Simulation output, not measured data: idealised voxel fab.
process module | voxel gate over fins
cross-section cut | 215 nm wide | cells 5 nm
A cross-section is a grid of square cells, given in bands from the top down. A band is one or more rows of cells.
Each band's line starts with the height of the band's top and of its bottom, in nm. Then come its materials from left to right, each with its width in nm. One material with "throughout" fills the band from edge to edge. "air" is empty space.
Height 0 is the level under which the wafer as received is all one material. The lowest band goes on downwards, as in "0 down".
A width such as "30 to 40" changes by the same amount from each row of cells to the next, from the band's top row to its bottom row.
"no change" after a step means that no cell of the cross-section changed.
closed voids: empty space of 8 cells or more with no open way to the top, each as width x height at its distance from the left edge, in nm
after a step's settings: what the simulator itself notes on the step
overlay nm, on a step with a mask: how far to the right of its planned place the mask lay; to the left if negative
Each pair below shows a cross-section before one step and the cross-section after it, down to the lowest band that changed. The line under each pair gives the step between them, with its settings. The pairs can come from different runs of this module on the same starting wafer, so a pair continues from the pair above only where its "before" says so.
before
  0 down: Si throughout
  closed voids: none
after
  5 to 0: SiN throughout
  below 0: unchanged
  closed voids: none
the step between: op CONFORMAL_DEP | material SiN | thk nm 5
before: the cross-section after the pair above
after
  5 to 0: air 80 | SiN 15 | air 25 | SiN 15 | air 80
  below 0: unchanged
  closed voids: none
the step between: op MASKED_ETCH | tone cover | mask id FINS | width nm 15 | pitch nm 40 | etch materials SiN | depth nm 5 | overlay nm 0
before: the cross-section after the pair above
after
  5 to 0: air 80 | SiN 15 | air 25 | SiN 15 | air 80
  0 to -35: air 80 | Si 15 | air 25 | Si 15 | air 80
  below -35: unchanged
  closed voids: none
the step between: op MASKED_ETCH | tone cover | mask id FINS | width nm 15 | pitch nm 40 | etch materials Si | depth nm 35 | overlay nm 0
before: the cross-section after the pair above
after
  20 to 5: SiO2 throughout
  5 to 0: SiO2 80 | SiN 15 | SiO2 25 | SiN 15 | SiO2 80
  0 to -35: SiO2 80 | Si 15 | SiO2 25 | Si 15 | SiO2 80
  below -35: unchanged
  closed voids: none
the step between: op FILL_DEP | material SiO2 | thk nm 15
before: the cross-section after the pair above
after
  5 to 0: SiO2 80 | SiN 15 | SiO2 25 | SiN 15 | SiO2 80
  below 0: unchanged
  closed voids: none
the step between: op CMP | height nm 5
before: the cross-section after the pair above
after
  5 to 0: air 80 | SiN 15 | air 25 | SiN 15 | air 80
  0 to -15: air 80 | Si 15 | air 25 | Si 15 | air 80
  below -15: unchanged
  closed voids: none
the step between: op SELECTIVE_ETCH | etch materials SiO2 | depth nm 20
before: the cross-section after the pair above
after
  0 to -15: air 80 | Si 15 | air 25 | Si 15 | air 80
  below -15: unchanged
  closed voids: none
the step between: op STRIP | etch materials SiN
before: the cross-section after the pair above
after
  5 to 0: air 75 | HfO2 25 | air 15 | HfO2 25 | air 75
  0 to -10: air 75 | HfO2 5 | Si 15 | HfO2 5 | air 15 | HfO2 5 | Si 15 | HfO2 5 | air 75
  -10 to -15: HfO2 80 | Si 15 | HfO2 25 | Si 15 | HfO2 80
  below -15: unchanged
  closed voids: none
the step between: op CONFORMAL_DEP | material HfO2 | thk nm 5
before: the cross-section after the pair above
after
  10 to 5: air 70 | TiN 35 | air 5 | TiN 35 | air 70
  5 to 0: air 70 | TiN 5 | HfO2 25 | TiN 5 | air 5 | TiN 5 | HfO2 25 | TiN 5 | air 70
  0 to -5: air 70 | TiN 5 | HfO2 5 | Si 15 | HfO2 5 | TiN 5 | air 5 | TiN 5 | HfO2 5 | Si 15 | HfO2 5 | TiN 5 | air 70
  -5 to -10: TiN 75 | HfO2 5 | Si 15 | HfO2 5 | TiN 15 | HfO2 5 | Si 15 | HfO2 5 | TiN 75
  below -10: unchanged
  closed voids: none
the step between: op CONFORMAL_DEP | material TiN | thk nm 5
before: the cross-section after the pair above
after
  25 to 10: W throughout
  10 to 5: W 70 | TiN 35 | W 5 | TiN 35 | W 70
  5 to 0: W 70 | TiN 5 | HfO2 25 | TiN 5 | W 5 | TiN 5 | HfO2 25 | TiN 5 | W 70
  0 to -5: W 70 | TiN 5 | HfO2 5 | Si 15 | HfO2 5 | TiN 5 | W 5 | TiN 5 | HfO2 5 | Si 15 | HfO2 5 | TiN 5 | W 70
  below -5: unchanged
  closed voids: none
the step between: op FILL_DEP | material W | thk nm 15
before: the cross-section after the pair above
after
  20 to 10: W throughout
  below 10: unchanged
  closed voids: none
the step between: op CMP | height nm 20
before: the cross-section after the pair above
after
  25 to 20: SiN throughout
  below 20: unchanged
  closed voids: none
the step between: op CONFORMAL_DEP | material SiN | thk nm 5
before
  20 to 5: SiO2 throughout
  5 to 0: SiO2 80 | SiN 15 | SiO2 25 | SiN 15 | SiO2 80
  0 to -35: SiO2 80 | Si 15 | SiO2 25 | Si 15 | SiO2 80
  -35 down: Si throughout
  closed voids: none
after
  5 to 0: air 80 | SiN 15 | air 25 | SiN 15 | air 80
  below 0: unchanged
  closed voids: none
the step between: op SELECTIVE_ETCH | etch materials SiO2 | depth nm 20
before: the cross-section after the pair above
after
  0 to -35: SiO2 80 | Si 15 | SiO2 25 | Si 15 | SiO2 80
  below -35: unchanged
  closed voids: none
the step between: op STRIP | etch materials SiN
before: the cross-section after the pair above
after
  5 to 0: HfO2 throughout
  below 0: unchanged
  closed voids: none
the step between: op CONFORMAL_DEP | material HfO2 | thk nm 5
before: the cross-section after the pair above
after
  10 to 5: TiN throughout
  below 5: unchanged
  closed voids: none
the step between: op CONFORMAL_DEP | material TiN | thk nm 5
before: the cross-section after the pair above
after
  25 to 10: W throughout
  below 10: unchanged
  closed voids: none
the step between: op FILL_DEP | material W | thk nm 15
before: the cross-section after the pair above
after
  20 to 10: W throughout
  below 10: unchanged
  closed voids: none
the step between: op CMP | height nm 20
before: the cross-section after the pair above
after
  25 to 20: SiN throughout
  below 20: unchanged
  closed voids: none
the step between: op CONFORMAL_DEP | material SiN | thk nm 5
before
  5 to 0: air 80 | SiN 15 | air 25 | SiN 15 | air 80
  0 to -35: air 80 | Si 15 | air 25 | Si 15 | air 80
  -35 down: Si throughout
  closed voids: none
after
  5 to 0: air 80 | SiN 15 | air 25 | SiN 15 | air 80
  0 to -70: air 80 | Si 15 | air 25 | Si 15 | air 80
  below -70: unchanged
  closed voids: none
the step between: op MASKED_ETCH | tone cover | mask id FINS | width nm 15 | pitch nm 40 | etch materials Si | depth nm 35 | overlay nm 0
before: the cross-section after the pair above
after
  20 to 5: SiO2 throughout
  5 to 0: SiO2 80 | SiN 15 | SiO2 25 | SiN 15 | SiO2 80
  0 to -70: SiO2 80 | Si 15 | SiO2 25 | Si 15 | SiO2 80
  below -70: unchanged
  closed voids: none
the step between: op FILL_DEP | material SiO2 | thk nm 15
before: the cross-section after the pair above
after
  5 to 0: SiO2 80 | SiN 15 | SiO2 25 | SiN 15 | SiO2 80
  below 0: unchanged
  closed voids: none
the step between: op CMP | height nm 5
before: the cross-section after the pair above
after
  5 to 0: air 80 | SiN 15 | air 25 | SiN 15 | air 80
  0 to -15: air 80 | Si 15 | air 25 | Si 15 | air 80
  below -15: unchanged
  closed voids: none
the step between: op SELECTIVE_ETCH | etch materials SiO2 | depth nm 20
before: the cross-section after the pair above
after
  0 to -15: air 80 | Si 15 | air 25 | Si 15 | air 80
  below -15: unchanged
  closed voids: none
the step between: op STRIP | etch materials SiN
before: the cross-section after the pair above
after
  5 to 0: air 75 | HfO2 25 | air 15 | HfO2 25 | air 75
  0 to -10: air 75 | HfO2 5 | Si 15 | HfO2 5 | air 15 | HfO2 5 | Si 15 | HfO2 5 | air 75
  -10 to -15: HfO2 80 | Si 15 | HfO2 25 | Si 15 | HfO2 80
  below -15: unchanged
  closed voids: none
the step between: op CONFORMAL_DEP | material HfO2 | thk nm 5
before: the cross-section after the pair above
after
  10 to 5: air 70 | TiN 35 | air 5 | TiN 35 | air 70
  5 to 0: air 70 | TiN 5 | HfO2 25 | TiN 5 | air 5 | TiN 5 | HfO2 25 | TiN 5 | air 70
  0 to -5: air 70 | TiN 5 | HfO2 5 | Si 15 | HfO2 5 | TiN 5 | air 5 | TiN 5 | HfO2 5 | Si 15 | HfO2 5 | TiN 5 | air 70
  -5 to -10: TiN 75 | HfO2 5 | Si 15 | HfO2 5 | TiN 15 | HfO2 5 | Si 15 | HfO2 5 | TiN 75
  below -10: unchanged
  closed voids: none
the step between: op CONFORMAL_DEP | material TiN | thk nm 5
before: the cross-section after the pair above
after
  25 to 10: W throughout
  10 to 5: W 70 | TiN 35 | W 5 | TiN 35 | W 70
  5 to 0: W 70 | TiN 5 | HfO2 25 | TiN 5 | W 5 | TiN 5 | HfO2 25 | TiN 5 | W 70
  0 to -5: W 70 | TiN 5 | HfO2 5 | Si 15 | HfO2 5 | TiN 5 | W 5 | TiN 5 | HfO2 5 | Si 15 | HfO2 5 | TiN 5 | W 70
  below -5: unchanged
  closed voids: none
the step between: op FILL_DEP | material W | thk nm 15
before: the cross-section after the pair above
after
  20 to 10: W throughout
  below 10: unchanged
  closed voids: none
the step between: op CMP | height nm 20
before: the cross-section after the pair above
after
  25 to 20: SiN throughout
  below 20: unchanged
  closed voids: none
the step between: op CONFORMAL_DEP | material SiN | thk nm 5
before
  0 to -15: air 80 | Si 15 | air 25 | Si 15 | air 80
  -15 to -35: SiO2 80 | Si 15 | SiO2 25 | Si 15 | SiO2 80
  -35 down: Si throughout
  closed voids: none
after
  5 to 0: air 75 | TiN 25 | air 15 | TiN 25 | air 75
  0 to -10: air 75 | TiN 5 | Si 15 | TiN 5 | air 15 | TiN 5 | Si 15 | TiN 5 | air 75
  -10 to -15: TiN 80 | Si 15 | TiN 25 | Si 15 | TiN 80
  below -15: unchanged
  closed voids: none
the step between: op CONFORMAL_DEP | material TiN | thk nm 5
before: the cross-section after the pair above
after
  10 to 5: air 70 | HfO2 35 | air 5 | HfO2 35 | air 70
  5 to 0: air 70 | HfO2 5 | TiN 25 | HfO2 5 | air 5 | HfO2 5 | TiN 25 | HfO2 5 | air 70
  0 to -5: air 70 | HfO2 5 | TiN 5 | Si 15 | TiN 5 | HfO2 5 | air 5 | HfO2 5 | TiN 5 | Si 15 | TiN 5 | HfO2 5 | air 70
  -5 to -10: HfO2 75 | TiN 5 | Si 15 | TiN 5 | HfO2 15 | TiN 5 | Si 15 | TiN 5 | HfO2 75
  below -10: unchanged
  closed voids: none
the step between: op CONFORMAL_DEP | material HfO2 | thk nm 5
before: the cross-section after the pair above
after
  25 to 10: W throughout
  10 to 5: W 70 | HfO2 35 | W 5 | HfO2 35 | W 70
  5 to 0: W 70 | HfO2 5 | TiN 25 | HfO2 5 | W 5 | HfO2 5 | TiN 25 | HfO2 5 | W 70
  0 to -5: W 70 | HfO2 5 | TiN 5 | Si 15 | TiN 5 | HfO2 5 | W 5 | HfO2 5 | TiN 5 | Si 15 | TiN 5 | HfO2 5 | W 70
  below -5: unchanged
  closed voids: none
the step between: op FILL_DEP | material W | thk nm 15
before: the cross-section after the pair above
after
  20 to 10: W throughout
  below 10: unchanged
  closed voids: none
the step between: op CMP | height nm 20
before: the cross-section after the pair above
after
  25 to 20: SiN throughout
  below 20: unchanged
  closed voids: none
the step between: op CONFORMAL_DEP | material SiN | thk nm 5
before
  20 to 5: SiO2 throughout
  5 to 0: SiO2 80 | SiN 15 | SiO2 25 | SiN 15 | SiO2 80
  0 to -35: SiO2 80 | Si 15 | SiO2 25 | Si 15 | SiO2 80
  -35 down: Si throughout
  closed voids: none
after
  -5 to -35: SiO2 80 | Si 15 | SiO2 25 | Si 15 | SiO2 80
  below -35: unchanged
  closed voids: none
the step between: op CMP | height nm -5
before: the cross-section after the pair above
after
  -5 to -25: air 80 | Si 15 | air 25 | Si 15 | air 80
  below -25: unchanged
  closed voids: none
the step between: op SELECTIVE_ETCH | etch materials SiO2 | depth nm 20
before: the cross-section after the pair above
after
  0 to -5: air 75 | HfO2 25 | air 15 | HfO2 25 | air 75
  -5 to -20: air 75 | HfO2 5 | Si 15 | HfO2 5 | air 15 | HfO2 5 | Si 15 | HfO2 5 | air 75
  -20 to -25: HfO2 80 | Si 15 | HfO2 25 | Si 15 | HfO2 80
  below -25: unchanged
  closed voids: none
the step between: op CONFORMAL_DEP | material HfO2 | thk nm 5
before: the cross-section after the pair above
after
  5 to 0: air 70 | TiN 35 | air 5 | TiN 35 | air 70
  0 to -5: air 70 | TiN 5 | HfO2 25 | TiN 5 | air 5 | TiN 5 | HfO2 25 | TiN 5 | air 70
  -5 to -15: air 70 | TiN 5 | HfO2 5 | Si 15 | HfO2 5 | TiN 5 | air 5 | TiN 5 | HfO2 5 | Si 15 | HfO2 5 | TiN 5 | air 70
  -15 to -20: TiN 75 | HfO2 5 | Si 15 | HfO2 5 | TiN 15 | HfO2 5 | Si 15 | HfO2 5 | TiN 75
  below -20: unchanged
  closed voids: none
the step between: op CONFORMAL_DEP | material TiN | thk nm 5
before: the cross-section after the pair above
after
  20 to 5: W throughout
  5 to 0: W 70 | TiN 35 | W 5 | TiN 35 | W 70
  0 to -5: W 70 | TiN 5 | HfO2 25 | TiN 5 | W 5 | TiN 5 | HfO2 25 | TiN 5 | W 70
  -5 to -15: W 70 | TiN 5 | HfO2 5 | Si 15 | HfO2 5 | TiN 5 | W 5 | TiN 5 | HfO2 5 | Si 15 | HfO2 5 | TiN 5 | W 70
  below -15: unchanged
  closed voids: none
the step between: op FILL_DEP | material W | thk nm 15
before: the cross-section after the pair above
after
  25 to 20: SiN throughout
  below 20: unchanged
  closed voids: none
the step between: op CONFORMAL_DEP | material SiN | thk nm 5
before
  5 to 0: air 75 | HfO2 25 | air 15 | HfO2 25 | air 75
  0 to -10: air 75 | HfO2 5 | Si 15 | HfO2 5 | air 15 | HfO2 5 | Si 15 | HfO2 5 | air 75
  -10 to -15: HfO2 80 | Si 15 | HfO2 25 | Si 15 | HfO2 80
  -15 to -35: SiO2 80 | Si 15 | SiO2 25 | Si 15 | SiO2 80
  -35 down: Si throughout
  closed voids: none
after
  10 to 5: air 70 | SiN 35 | air 5 | SiN 35 | air 70
  5 to 0: air 70 | SiN 5 | HfO2 25 | SiN 5 | air 5 | SiN 5 | HfO2 25 | SiN 5 | air 70
  0 to -5: air 70 | SiN 5 | HfO2 5 | Si 15 | HfO2 5 | SiN 5 | air 5 | SiN 5 | HfO2 5 | Si 15 | HfO2 5 | SiN 5 | air 70
  -5 to -10: SiN 75 | HfO2 5 | Si 15 | HfO2 5 | SiN 15 | HfO2 5 | Si 15 | HfO2 5 | SiN 75
  below -10: unchanged
  closed voids: none
the step between: op CONFORMAL_DEP | material SiN | thk nm 5
before: the cross-section after the pair above
after
  25 to 10: W throughout
  10 to 5: W 70 | SiN 35 | W 5 | SiN 35 | W 70
  5 to 0: W 70 | SiN 5 | HfO2 25 | SiN 5 | W 5 | SiN 5 | HfO2 25 | SiN 5 | W 70
  0 to -5: W 70 | SiN 5 | HfO2 5 | Si 15 | HfO2 5 | SiN 5 | W 5 | SiN 5 | HfO2 5 | Si 15 | HfO2 5 | SiN 5 | W 70
  below -5: unchanged
  closed voids: none
the step between: op FILL_DEP | material W | thk nm 15
before: the cross-section after the pair above
after
  20 to 10: W throughout
  below 10: unchanged
  closed voids: none
the step between: op CMP | height nm 20
before: the cross-section after the pair above
after
  25 to 20: SiN throughout
  below 20: unchanged
  closed voids: none
the step between: op CONFORMAL_DEP | material SiN | thk nm 5
